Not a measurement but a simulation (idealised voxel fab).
The document below concerns the process module designated voxel gate over fins.
We display cut, a cross-section 265 nm in width whose square cells are each 5 nm.
In what follows, cross-sections appear as grids of square cells, described through bands that run from the top down, where every band is one or more rows of cells. Look at the band entry: it leads with the top's height and the bottom's height in nm. Then it lists the materials left to right, with a width in nm for each. The word "all across" on a single material says that material fills the band edge to edge. The word "blank" is empty space. Heights are expressed relative to 0, this being the level below which the as-received wafer comprises one material exclusively. The lowest band is unbounded in the downward direction and is denoted as in "0..down". The two numbers in a width such as "30..40" mark its ends across the band: the first belongs to the top row of cells, the second to the bottom row, and from each row to the next the width moves by the same amount. What does "changes: none" mean for a step? It means no cell of the cross-section changed in that step. Empty spaces without an open route to the top, at least 8 cells in extent, make up the entry "Voids lacking openings"; each is given as width x height at distance, where the distance is measured from the left edge, and all are in nm. On each step's line, the part that comes after the settings is the simulator's own comment on the step. overlay nm: mask right of planned place by this much (step with mask). Neg. = left.

**The planned process steps are enumerated hereunder**
1) RECEIVE (material Si)
2) CONFORMAL_DEP (material SiN; thk nm 10)
3) MASKED_ETCH (tone cover; mask id FINS; width nm 15; pitch nm 40; etch materials SiN; depth nm 10; overlay nm 0)
4) MASKED_ETCH (tone cover; mask id FINS; width nm 15; pitch nm 40; etch materials Si; depth nm 35; overlay nm 0)
5) FILL_DEP (material SiO2; thk nm 5)
6) CMP (height nm 10)
7) SELECTIVE_ETCH (etch materials SiO2; depth nm 20)
8) STRIP (etch materials SiN)
9) CONFORMAL_DEP (material HfO2; thk nm 5)
10) CONFORMAL_DEP (material TiN; thk nm 5)
11) FILL_DEP (material W; thk nm 10)
12) CMP (height nm 15)
13) CONFORMAL_DEP (material SiCN; thk nm 5)

**Cross-section of the wafer at receipt, which is the condition after step 1**
0..down | Si all across
Voids lacking openings: none

**Sectioned view, first of two wafers, at the close of the module, processed as intended in the plan**
20..15 | SiCN all across
15..10 | W all across
10..5 | W (55) | TiN (35) | W (5) | TiN (35) | W (5) | TiN (35) | W (5) | TiN (35) | W (55)
5..0 | W (55) | TiN (5) | HfO2 (25) | TiN (5) | W (5) | TiN (5) | HfO2 (25) | TiN (5) | W (5) | TiN (5) | HfO2 (25) | TiN (5) | W (5) | TiN (5) | HfO2 (25) | TiN (5) | W (55)
0..-5 | TiN (60) | HfO2 (5) | Si (15) | HfO2 (5) | TiN (15) | HfO2 (5) | Si (15) | HfO2 (5) | TiN (15) | HfO2 (5) | Si (15) | HfO2 (5) | TiN (15) | HfO2 (5) | Si (15) | HfO2 (5) | TiN (60)
-5..-10 | HfO2 (65) | Si (15) | HfO2 (25) | Si (15) | HfO2 (25) | Si (15) | HfO2 (25) | Si (15) | HfO2 (65)
-10..-35 | SiO2 (65) | Si (15) | SiO2 (25) | Si (15) | SiO2 (25) | Si (15) | SiO2 (25) | Si (15) | SiO2 (65)
-35..down | Si all across
Voids lacking openings: none

**So this is wafer number two of the two, cut at the end of the module - it started where the first did and had the same plan, we just got one thing wrong running it**
20..15 | SiCN all across
15..10 | W all across
10..5 | W (55) | HfO2 (35) | W (5) | HfO2 (35) | W (5) | HfO2 (35) | W (5) | HfO2 (35) | W (55)
5..0 | W (55) | HfO2 (5) | TiN (25) | HfO2 (5) | W (5) | HfO2 (5) | TiN (25) | HfO2 (5) | W (5) | HfO2 (5) | TiN (25) | HfO2 (5) | W (5) | HfO2 (5) | TiN (25) | HfO2 (5) | W (55)
0..-5 | HfO2 (60) | TiN (5) | Si (15) | TiN (5) | HfO2 (15) | TiN (5) | Si (15) | TiN (5) | HfO2 (15) | TiN (5) | Si (15) | TiN (5) | HfO2 (15) | TiN (5) | Si (15) | TiN (5) | HfO2 (60)
-5..-10 | TiN (65) | Si (15) | TiN (25) | Si (15) | TiN (25) | Si (15) | TiN (25) | Si (15) | TiN (65)
-10..-35 | SiO2 (65) | Si (15) | SiO2 (25) | Si (15) | SiO2 (25) | Si (15) | SiO2 (25) | Si (15) | SiO2 (65)
-35..down | Si all across
Voids lacking openings: none
The plan and the run diverged here: order of steps 9 and 10 inverted relative to the plan
At the end, the second wafer has the same number of cells of each material as the first, but those cells sit in other places.
